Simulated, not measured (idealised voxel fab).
Name of the process module below: voxel gate over fins
For reference, the cross-section in this document is cut, with width 175 nm and square cells of 5 nm.
A cross-section is written here as square cells arranged in a grid, and it is given in bands from the top down, each band taking up one or more rows of cells. Top, bottom (nm), then materials left to right with widths (nm); lone material tagged "full width" fills the whole band edge to edge; "blank" = empty space. Convention: height 0 is the level below which the wafer, as received, is all one material. The lowest band does not terminate at the bottom but continues downward, represented as "z 0 and below". You'd read "30->40" like this: the band's top row of cells is as wide as the first number, its bottom row is as wide as the second, and going down, every row changes width by the same amount as the row before did. A step reported as "same as before" is a step in which no cell of the cross-section changed. The entry "Closed void roster" lists the empty spaces that cover at least 8 cells and have no open path to the top. Each is written as width x height at distance, where the distance is measured from the left edge and all three values are in nm. If you see something after the settings on a step's line, that's the simulator's own remark about that step. If you see "overlay nm" on a step's line and that step has a mask, it's telling you how far right of where it was planned the mask ended up; a negative number means it went left instead.
### plan
1,RECEIVE (material Si)
2,CONFORMAL_DEP (material SiN; thk nm 5)
3,DIRECTIONAL_DEP (material aC; thk nm 15)
4,PATTERN (tone cover; mask id FINS; material resist; width nm 15; pitch nm 35; thk nm 35; overlay nm 0)
5,DIRECTIONAL_ETCH (etch materials aC; depth nm 15)
6,STRIP (etch materials resist)
7,DIRECTIONAL_ETCH (etch materials SiN; depth nm 5)
8,DIRECTIONAL_ETCH (etch materials Si; depth nm 30)
9,STRIP (etch materials aC)
10,FILL_DEP (material SiO2; thk nm 5)
11,CMP (height nm 5)
12,SELECTIVE_ETCH (etch materials SiO2; depth nm 20)
13,STRIP (etch materials SiN)
14,CONFORMAL_DEP (material HfO2; thk nm 5)
15,CONFORMAL_DEP (material TiN; thk nm 5)
16,FILL_DEP (material W; thk nm 10)
17,CMP (height nm 15)
18,CONFORMAL_DEP (material SiCN; thk nm 10)
### Cross-section of the wafer at receipt, which is the condition after step 1
- z 0 and below  Si full width
- Closed void roster: none
### Module complete - cross-section of the first of two wafers, run according to plan
- z 25 to 15  SiCN full width
- z 15 to 10  W full width
- z 10 to 5  W=50 | TiN=70 | W=55
- z 5 to 0  W=50 | TiN=5 | HfO2=25 | TiN=10 | HfO2=25 | TiN=5 | W=55
- z 0 to -5  W=50 | TiN=5 | HfO2=5 | Si=15 | HfO2=5 | TiN=10 | HfO2=5 | Si=15 | HfO2=5 | TiN=5 | W=55
- z -5 to -10  TiN=55 | HfO2=5 | Si=15 | HfO2=5 | TiN=10 | HfO2=5 | Si=15 | HfO2=5 | TiN=60
- z -10 to -15  HfO2=60 | Si=15 | HfO2=20 | Si=15 | HfO2=65
- z -15 to -30  SiO2=60 | Si=15 | SiO2=20 | Si=15 | SiO2=65
- z -30 and below  Si full width
- Closed void roster: none
### Cross-section of the latter of the two wafers at module completion. It had an identical start and an identical plan to the former; in running it, one mistake was made
- z 25 to 15  SiCN full width
- z 15 to 10  W full width
- z 10 to 5  TiN full width
- z 5 to 0  HfO2=65 | TiN=5 | HfO2=30 | TiN=5 | HfO2=70
- z 0 to -10  Si=60 | HfO2=5 | TiN=5 | HfO2=5 | Si=20 | HfO2=5 | TiN=5 | HfO2=5 | Si=65
- z -10 to -15  Si=60 | HfO2=15 | Si=20 | HfO2=15 | Si=65
- z -15 to -30  Si=60 | SiO2=15 | Si=20 | SiO2=15 | Si=65
- z -30 and below  Si full width
- Closed void roster: none
Deviation noted in wafer processing: step 4 off recipe, ran as PATTERN (tone open; mask id FINS; material resist; width nm 15; pitch nm 35; thk nm 35; overlay nm 0)
In the final state, the cell counts of the second wafer exceed or fall short of those of the first for the following materials: 138 more of Si; 69 fewer of SiO2; 6 fewer of TiN; 63 fewer of W
